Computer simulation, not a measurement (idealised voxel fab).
Presented below is a process module, voxel double patterning.
Cross-section cut spans 145 nm and uses square cells 5 nm in size.
When this document writes out a cross-section, it uses a grid of square cells and lists it as bands, beginning at the top and moving down, with a band standing for one or more rows of cells. Read a band's entry like this: the first values are the height of its top and the height of its bottom in nm, and what follows is the sequence of materials from left to right, each with its width in nm. Note that "air" is empty space, and that a single material marked "everywhere" reaches across the band from edge to edge. Basically, 0 is our baseline, since under it the wafer straight out of the box is all one material. The bottom band has no lower end and keeps on going down, so it looks like "0 and below". The notation "30 to 40" denotes a width that varies across the rows of cells in the band, beginning at the first number in the top row, finishing at the second number in the bottom row, and changing by an identical amount from each row to the next. The designation "left unchanged", where it is given for a processing step, indicates that no cell of the cross-section was altered in the course of that step. Voids not open to the top, 8 cells minimum: see "Encapsulated voids". Written width x height at distance; distance is from the left edge; nm. after a step's settings: what the simulator itself notes on the step. Each step line may optionally specify "overlay nm", which for a step with a mask gives the rightward distance between the mask's planned place and where it lay, a negative value indicating the leftward direction.
### Here's what the planned process steps look like
1: RECEIVE (material Si)
2: CONFORMAL_DEP (material SiO2; thk nm 10)
3: DIRECTIONAL_DEP (material W; thk nm 15)
4: DIRECTIONAL_DEP (material SiN; thk nm 5)
5: DIRECTIONAL_DEP (material aC; thk nm 15)
6: PATTERN (tone open; mask id FIRST; material resist; width nm 15; pitch nm 50; thk nm 30; overlay nm 0)
7: DIRECTIONAL_ETCH (etch materials aC; depth nm 15)
8: STRIP (etch materials resist)
9: DIRECTIONAL_ETCH (etch materials SiN; depth nm 5)
10: STRIP (etch materials aC)
11: DIRECTIONAL_DEP (material aC; thk nm 15)
12: PATTERN (tone open; mask id SECOND; material resist; width nm 15; thk nm 30; overlay nm 0)
13: DIRECTIONAL_ETCH (etch materials aC; depth nm 15)
14: STRIP (etch materials resist)
15: DIRECTIONAL_ETCH (etch materials SiN; depth nm 5)
16: STRIP (etch materials aC)
17: DIRECTIONAL_ETCH (etch materials W; depth nm 15)
18: STRIP (etch materials SiN)
### Received-state cross-section, reflecting completion of step 1
    0 and below | Si everywhere
    Encapsulated voids: none
### Post-module cross-section: identical start and plan to those above, one misstep in execution
    45 down to 40 | SiO2=40  air=15  SiO2=35  air=15  SiO2=40
    40 down to 30 | SiO2 everywhere
    30 down to 25 | SiN=40  SiO2=15  SiN=35  SiO2=15  SiN=40
    25 down to 10 | W everywhere
    10 down to 0 | SiO2 everywhere
    0 and below | Si everywhere
    Encapsulated voids: none
Want to know what went wrong? off-plan run, step 11, actual operation and settings DIRECTIONAL_DEP (material SiO2; thk nm 15)
